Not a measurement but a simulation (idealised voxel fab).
process module | voxel self aligned contacts
cross-section cut | 220 nm wide | cells 5 nm
A cross-section is a grid of square cells, given in bands from the top down. A band is one or more rows of cells.
Each band's line starts with the height of the band's top and of its bottom, in nm. Then come its materials from left to right, each with its width in nm. One material with "throughout" fills the band from edge to edge. "air" is empty space.
Height 0 is the level under which the wafer as received is all one material. The lowest band goes on downwards, as in "0 down".
A width such as "30 to 40" changes by the same amount from each row of cells to the next, from the band's top row to its bottom row.
"no change" after a step means that no cell of the cross-section changed.
closed voids: empty space of 8 cells or more with no open way to the top, each as width x height at its distance from the left edge, in nm
after a step's settings: what the simulator itself notes on the step
overlay nm, on a step with a mask: how far to the right of its planned place the mask lay; to the left if negative
plan
1 op RECEIVE | material Si
2 op CONFORMAL_DEP | material SiO2 | thk nm 5
3 op DIRECTIONAL_DEP | material polySi | thk nm 25
4 op DIRECTIONAL_DEP | material SiN | thk nm 25
5 op PATTERN | tone cover | mask id GATE | material resist | width nm 30 | pitch nm 75 | thk nm 20 | overlay nm 0
6 op DIRECTIONAL_ETCH | etch materials SiN | depth nm 25
7 op DIRECTIONAL_ETCH | etch materials polySi | depth nm 25
8 op STRIP | etch materials resist
9 op CONFORMAL_DEP | material SiN | thk nm 10
10 op DIRECTIONAL_ETCH | etch materials SiN | depth nm 10
11 op FILL_DEP | material SiO2 | thk nm 15
12 op CMP | height nm 60
13 op MASKED_ETCH | tone open | mask id CONTACT | width nm 55 | etch materials SiO2 | depth nm 60 | overlay nm 0
14 op CONFORMAL_DEP | material TiN | thk nm 5
15 op FILL_DEP | material W | thk nm 5
16 op CMP | height nm 60
17 op CONFORMAL_DEP | material SiCN | thk nm 5
first wafer, as planned
as received, after step 1
  0 down: Si throughout
  closed voids: none
after step 2
  5 to 0: SiO2 throughout
  below 0: unchanged
after step 3
  30 to 5: polySi throughout
  below 5: unchanged
after step 4
  55 to 30: SiN throughout
  below 30: unchanged
after step 5
  75 to 55: air 55 | resist 30 | air 45 | resist 30 | air 60
  below 55: unchanged
after step 6
  75 to 55: air 55 | resist 30 | air 45 | resist 30 | air 60
  55 to 30: air 55 | SiN 30 | air 45 | SiN 30 | air 60
  below 30: unchanged
after step 7
  75 to 55: air 55 | resist 30 | air 45 | resist 30 | air 60
  55 to 30: air 55 | SiN 30 | air 45 | SiN 30 | air 60
  30 to 5: air 55 | polySi 30 | air 45 | polySi 30 | air 60
  below 5: unchanged
after step 8
  55 to 30: air 55 | SiN 30 | air 45 | SiN 30 | air 60
  below 30: unchanged
after step 9
  65 to 30: air 45 | SiN 50 | air 25 | SiN 50 | air 50
  30 to 15: air 45 | SiN 10 | polySi 30 | SiN 10 | air 25 | SiN 10 | polySi 30 | SiN 10 | air 50
  15 to 5: SiN 55 | polySi 30 | SiN 45 | polySi 30 | SiN 60
  below 5: unchanged
after step 10
  55 to 30: air 45 | SiN 50 | air 25 | SiN 50 | air 50
  30 to 5: air 45 | SiN 10 | polySi 30 | SiN 10 | air 25 | SiN 10 | polySi 30 | SiN 10 | air 50
  below 5: unchanged
after step 11
  70 to 55: SiO2 throughout
  55 to 30: SiO2 45 | SiN 50 | SiO2 25 | SiN 50 | SiO2 50
  30 to 5: SiO2 45 | SiN 10 | polySi 30 | SiN 10 | SiO2 25 | SiN 10 | polySi 30 | SiN 10 | SiO2 50
  below 5: unchanged
after step 12
  60 to 55: SiO2 throughout
  below 55: unchanged
after step 13
  60 to 55: SiO2 80 | air 55 | SiO2 85
  55 to 30: SiO2 45 | SiN 50 | air 25 | SiN 50 | SiO2 50
  30 to 5: SiO2 45 | SiN 10 | polySi 30 | SiN 10 | air 25 | SiN 10 | polySi 30 | SiN 10 | SiO2 50
  5 to 0: SiO2 95 | air 25 | SiO2 100
  below 0: unchanged
after step 14
  65 to 60: TiN 85 | air 45 | TiN 90
  60 to 55: SiO2 80 | TiN 20 | air 15 | TiN 20 | SiO2 85
  55 to 30: SiO2 45 | SiN 50 | TiN 5 | air 15 | TiN 5 | SiN 50 | SiO2 50
  30 to 5: SiO2 45 | SiN 10 | polySi 30 | SiN 10 | TiN 5 | air 15 | TiN 5 | SiN 10 | polySi 30 | SiN 10 | SiO2 50
  5 to 0: SiO2 95 | TiN 25 | SiO2 100
  below 0: unchanged
after step 15
  70 to 65: W throughout
  65 to 60: TiN 85 | W 45 | TiN 90
  60 to 55: SiO2 80 | TiN 20 | W 15 | TiN 20 | SiO2 85
  55 to 30: SiO2 45 | SiN 50 | TiN 5 | W 15 | TiN 5 | SiN 50 | SiO2 50
  30 to 5: SiO2 45 | SiN 10 | polySi 30 | SiN 10 | TiN 5 | W 15 | TiN 5 | SiN 10 | polySi 30 | SiN 10 | SiO2 50
  below 5: unchanged
after step 16
  60 to 55: SiO2 80 | TiN 20 | W 15 | TiN 20 | SiO2 85
  below 55: unchanged
after step 17
  65 to 60: SiCN throughout
  below 60: unchanged
second wafer: like start, like plan, one mistake. Through step 4 it matches the first wafer
when step 5 should have ended
  75 to 55: air 55 | resist 35 | air 40 | resist 35 | air 55
  below 55: unchanged
when step 6 should have ended
  75 to 55: air 55 | resist 35 | air 40 | resist 35 | air 55
  55 to 30: air 55 | SiN 35 | air 40 | SiN 35 | air 55
  below 30: unchanged
when step 7 should have ended
  75 to 55: air 55 | resist 35 | air 40 | resist 35 | air 55
  55 to 30: air 55 | SiN 35 | air 40 | SiN 35 | air 55
  30 to 5: air 55 | polySi 35 | air 40 | polySi 35 | air 55
  below 5: unchanged
when step 8 should have ended
  55 to 30: air 55 | SiN 35 | air 40 | SiN 35 | air 55
  below 30: unchanged
when step 9 should have ended
  65 to 30: air 45 | SiN 55 | air 20 | SiN 55 | air 45
  30 to 15: air 45 | SiN 10 | polySi 35 | SiN 10 | air 20 | SiN 10 | polySi 35 | SiN 10 | air 45
  15 to 5: SiN 55 | polySi 35 | SiN 40 | polySi 35 | SiN 55
  below 5: unchanged
when step 10 should have ended
  55 to 30: air 45 | SiN 55 | air 20 | SiN 55 | air 45
  30 to 5: air 45 | SiN 10 | polySi 35 | SiN 10 | air 20 | SiN 10 | polySi 35 | SiN 10 | air 45
  below 5: unchanged
when step 11 should have ended
  70 to 55: SiO2 throughout
  55 to 30: SiO2 45 | SiN 55 | SiO2 20 | SiN 55 | SiO2 45
  30 to 5: SiO2 45 | SiN 10 | polySi 35 | SiN 10 | SiO2 20 | SiN 10 | polySi 35 | SiN 10 | SiO2 45
  below 5: unchanged
when step 12 should have ended
  60 to 55: SiO2 throughout
  below 55: unchanged
when step 13 should have ended
  60 to 55: SiO2 80 | air 55 | SiO2 85
  55 to 30: SiO2 45 | SiN 55 | air 20 | SiN 55 | SiO2 45
  30 to 5: SiO2 45 | SiN 10 | polySi 35 | SiN 10 | air 20 | SiN 10 | polySi 35 | SiN 10 | SiO2 45
  5 to 0: SiO2 100 | air 20 | SiO2 100
  below 0: unchanged
when step 14 should have ended
  65 to 60: TiN 85 | air 45 | TiN 90
  60 to 55: SiO2 80 | TiN 25 | air 10 | TiN 20 | SiO2 85
  55 to 30: SiO2 45 | SiN 55 | TiN 5 | air 10 | TiN 5 | SiN 55 | SiO2 45
  30 to 5: SiO2 45 | SiN 10 | polySi 35 | SiN 10 | TiN 5 | air 10 | TiN 5 | SiN 10 | polySi 35 | SiN 10 | SiO2 45
  5 to 0: SiO2 100 | TiN 20 | SiO2 100
  below 0: unchanged
when step 15 should have ended
  70 to 65: W throughout
  65 to 60: TiN 85 | W 45 | TiN 90
  60 to 55: SiO2 80 | TiN 25 | W 10 | TiN 20 | SiO2 85
  55 to 30: SiO2 45 | SiN 55 | TiN 5 | W 10 | TiN 5 | SiN 55 | SiO2 45
  30 to 5: SiO2 45 | SiN 10 | polySi 35 | SiN 10 | TiN 5 | W 10 | TiN 5 | SiN 10 | polySi 35 | SiN 10 | SiO2 45
  below 5: unchanged
when step 16 should have ended
  60 to 55: SiO2 80 | TiN 25 | W 10 | TiN 20 | SiO2 85
  below 55: unchanged
when step 17 should have ended
  65 to 60: SiCN throughout
  below 60: unchanged
what went wrong: step 5 ran as: op PATTERN | tone cover | mask id GATE | material resist | width nm 35 | pitch nm 75 | thk nm 20 | overlay nm 0
at the end the second wafer has, in cells: 10 more of SiN | 9 fewer of SiO2 | 11 fewer of W | 10 more of polySi
